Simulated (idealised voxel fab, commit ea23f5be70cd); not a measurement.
Process module name: voxel capacitor over wiring
The cross-section shown here is cut; it is 165 nm wide and divided into square cells measuring 5 nm on a side.
Think of the cross-section as a grid of square cells. We describe it in bands, top to bottom, and each band covers one or more rows of those cells. Top, bottom (nm), then materials left to right with widths (nm); lone material tagged "all across" fills the whole band edge to edge; "empty" = empty space. The reference from which all heights are counted is 0, the level beneath which the as-received wafer is entirely one material; the lowest band, having no lower bound, proceeds downward and is written after the example "0 nm and below". Think of "30->40" as a width that walks from the first number to the second as you go down the band, top row to bottom row, taking equal-sized steps from row to row. It should be understood that the words "nothing was modified", when stated for a given step, signify that the cross-section underwent no change in any of its cells during that step. In the "Closed void list" entry, you get each enclosed empty space of 8 cells or more, one with no open way to the top, written width x height at distance, distance from the left edge, in nm. On each step's line, the part that comes after the settings is the simulator's own comment on the step. Among the settings permitted on a step's line is "overlay nm"; applied to a step with a mask, it specifies the extent to which the mask lay to the right of its planned position, whereas a negative figure signifies a position to the left.

## plan
step 1: RECEIVE: material Si
step 2: CONFORMAL_DEP: material SiO2, thk nm 15
step 3: DIRECTIONAL_DEP: material TiN, thk nm 5
step 4: DIRECTIONAL_DEP: material W, thk nm 15
step 5: PATTERN: tone cover, mask id METAL_1, material resist, width nm 20, pitch nm 90, thk nm 20, overlay nm 0
step 6: DIRECTIONAL_ETCH: etch materials W, depth nm 15
step 7: DIRECTIONAL_ETCH: etch materials TiN, depth nm 5
step 8: STRIP: etch materials resist
step 9: CONFORMAL_DEP: material SiN, thk nm 5
step 10: FILL_DEP: material lowk, thk nm 5
step 11: CMP: height nm 35
step 12: CONFORMAL_DEP: material SiCN, thk nm 5
step 13: DIRECTIONAL_DEP: material lowk, thk nm 10
step 14: PATTERN: tone open, mask id PLUG_1, material resist, width nm 15, thk nm 15, overlay nm 0
step 15: DIRECTIONAL_ETCH: etch materials lowk, depth nm 10
step 16: DIRECTIONAL_ETCH: etch materials SiCN, depth nm 5
step 17: STRIP: etch materials resist
step 18: CONFORMAL_DEP: material TiN, thk nm 5
step 19: FILL_DEP: material Cu, thk nm 5
step 20: CMP: height nm 50
step 21: DIRECTIONAL_DEP: material TiN, thk nm 10
step 22: DIRECTIONAL_DEP: material SiN, thk nm 5
step 23: DIRECTIONAL_DEP: material TiN, thk nm 5
step 24: MASKED_ETCH: tone cover, mask id UPPER_PLATE, width nm 65, etch materials TiN, depth nm 5, overlay nm 0
step 25: MASKED_ETCH: tone cover, mask id UPPER_PLATE, width nm 65, etch materials SiN, depth nm 5, overlay nm 0
step 26: DIRECTIONAL_DEP: material aC, thk nm 10
step 27: PATTERN: tone cover, mask id LOWER_PLATE, material resist, width nm 75, thk nm 30, overlay nm 0
step 28: DIRECTIONAL_ETCH: etch materials aC, depth nm 10
step 29: STRIP: etch materials resist
step 30: DIRECTIONAL_ETCH: etch materials TiN, depth nm 10
step 31: STRIP: etch materials aC
step 32: FILL_DEP: material SiO2, thk nm 20
step 33: CMP: height nm 85
step 34: DIRECTIONAL_DEP: material aC, thk nm 10
step 35: PATTERN: tone open, mask id PLUG_2, material resist, width nm 15, thk nm 25, overlay nm 0
step 36: DIRECTIONAL_ETCH: etch materials aC, depth nm 10
step 37: STRIP: etch materials resist
step 38: DIRECTIONAL_ETCH: etch materials SiO2, depth nm 15
step 39: STRIP: etch materials aC
step 40: CONFORMAL_DEP: material TiN, thk nm 5
step 41: FILL_DEP: material Cu, thk nm 10
step 42: CMP: height nm 85
step 43: CONFORMAL_DEP: material SiN, thk nm 5
Among the wafers covered here, the point of difference is the width nm at step 5; their starting state is shared, and the plan presents the value of the first wafer.

## The first of several wafers in cross-section, exactly as it reached us after step 1
0 nm and below: Si all across
Closed void list: none

## End of the module, past its last step, step 43: how the first of several wafers looks in cross-section
90 nm to 85 nm: SiN all across
85 nm to 75 nm: SiO2: 45 | TiN: 5 | Cu: 5 | TiN: 5 | SiO2: 105
75 nm to 65 nm: SiO2: 45->35 | TiN: 15->65 | SiO2: 105->65
65 nm to 60 nm: SiO2: 35 | SiN: 65 | SiO2: 65
60 nm to 50 nm: SiO2: 30 | TiN: 75 | SiO2: 60
50 nm to 40 nm: lowk: 35 | TiN: 5 | Cu: 5 | TiN: 5 | lowk: 115
40 nm to 35 nm: SiCN: 35 | TiN: 15 | SiCN: 115
35 nm to 20 nm: lowk: 20 | SiN: 5 | W: 20 | SiN: 5 | lowk: 60 | SiN: 5 | W: 20 | SiN: 5 | lowk: 25
20 nm to 15 nm: SiN: 25 | TiN: 20 | SiN: 70 | TiN: 20 | SiN: 30
15 nm to 0 nm: SiO2 all across
0 nm and below: Si all across
Closed void list: none

## Sectional view of the last wafer upon completion of the module
90 nm to 85 nm: SiN all across
85 nm to 75 nm: SiO2: 45 | TiN: 5 | Cu: 5 | TiN: 5 | SiO2: 105
75 nm to 65 nm: SiO2: 45->35 | TiN: 15->65 | SiO2: 105->65
65 nm to 60 nm: SiO2: 35 | SiN: 65 | SiO2: 65
60 nm to 50 nm: SiO2: 30 | TiN: 75 | SiO2: 60
50 nm to 40 nm: lowk: 35 | TiN: 5 | Cu: 5 | TiN: 5 | lowk: 115
40 nm to 35 nm: SiCN: 35 | TiN: 15 | SiCN: 115
35 nm to 20 nm: lowk: 10 | SiN: 5 | W: 45 | SiN: 5 | lowk: 35 | SiN: 5 | W: 45 | SiN: 5 | lowk: 10
20 nm to 15 nm: SiN: 15 | TiN: 45 | SiN: 45 | TiN: 45 | SiN: 15
15 nm to 0 nm: SiO2 all across
0 nm and below: Si all across
Closed void list: none

## Heads up, this table goes wafer by wafer. A row tells you, at the end of the module, how many cells of each material that wafer has put on (+) or dropped (-) since it was received, and then its closed voids
width nm 20; +4 Cu; +30 SiCN; +83 SiN; +265 SiO2; +65 TiN; +24 W; +123 lowk; Closed void list: none
width nm 25; +4 Cu; +30 SiCN; +81 SiN; +265 SiO2; +67 TiN; +30 W; +117 lowk; Closed void list: none
width nm 30; +4 Cu; +30 SiCN; +79 SiN; +265 SiO2; +69 TiN; +36 W; +111 lowk; Closed void list: none
width nm 35; +4 Cu; +30 SiCN; +77 SiN; +265 SiO2; +71 TiN; +42 W; +105 lowk; Closed void list: none
width nm 40; +4 Cu; +30 SiCN; +75 SiN; +265 SiO2; +73 TiN; +48 W; +99 lowk; Closed void list: none
width nm 45; +4 Cu; +30 SiCN; +73 SiN; +265 SiO2; +75 TiN; +54 W; +93 lowk; Closed void list: none
